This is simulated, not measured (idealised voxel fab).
The following is a process module called voxel lift off.
It is cross-section cut that appears here, measuring 280 nm in width, its square cells being 5 nm in size.
Notation: cross-section as square-cell grid; stated in bands, top first, going down; one or more cell rows per band.
Look at the band entry: it leads with the top's height and the bottom's height in nm. Then it lists the materials left to right, with a width in nm for each. The word "edge to edge" on a single material says that material fills the band edge to edge. The word "air" is empty space.
Zero point of the height axis is 0; under it, received wafer = one material. Lowest band: continues down indefinitely, "0 -> down".
Width spec "30..40" -> top row of cells at first value, bottom row at second value, equal per-row change in between.
Where the words "no change" appear for a step, the cross-section shows no cell changed by that step; every cell remained as before.
Basically, "Sealed void inventory" tells you about the enclosed voids: empty spaces with no open way to the top, 8 cells or bigger, each written width x height at distance, where distance is from the left edge, all in nm.
Text after the settings on a step's line: the simulator's own remark on that step.
A step line may carry the setting "overlay nm", which, for steps involving a mask, states the distance by which the mask lay to the right of its intended position; negative values denote displacement to the left.

-- plan
step 1: RECEIVE,material Si
step 2: CONFORMAL_DEP,material SiN,thk nm 10
step 3: PATTERN,tone open,mask id LINES,material resist,width nm 30,pitch nm 45,thk nm 20,overlay nm 0
step 4: DIRECTIONAL_DEP,material Ru,thk nm 10
step 5: STRIP,etch materials resist
step 6: CONFORMAL_DEP,material SiO2,thk nm 10

-- As-received state of the wafer in cross-section, equivalent to post-step 1
  0 -> down: Si edge to edge
  Sealed void inventory: none

-- End-of-module cross-section of the first of two wafers, processed as planned
  30 -> 20: 45 nm air  185 nm SiO2  50 nm air
  20 -> 10: 55 nm SiO2  30 nm Ru  15 nm SiO2  30 nm Ru  15 nm SiO2  30 nm Ru  15 nm SiO2  30 nm Ru  60 nm SiO2
  10 -> 0: SiN edge to edge
  0 -> down: Si edge to edge
  Sealed void inventory: none

-- Module end: cross-section of wafer two of two. Same start and process plan as the first wafer. One mistake during execution
  30 -> 20: 45 nm air  185 nm SiO2  50 nm air
  20 -> 10: SiO2 edge to edge
  10 -> 0: SiN edge to edge
  0 -> down: Si edge to edge
  Sealed void inventory: none
what went wrong: step 4 ran as: DIRECTIONAL_DEP,material SiO2,thk nm 10
FYI, end of process, the second wafer has more or fewer cells of some materials than the first: 48 fewer of Ru | 48 more of SiO2
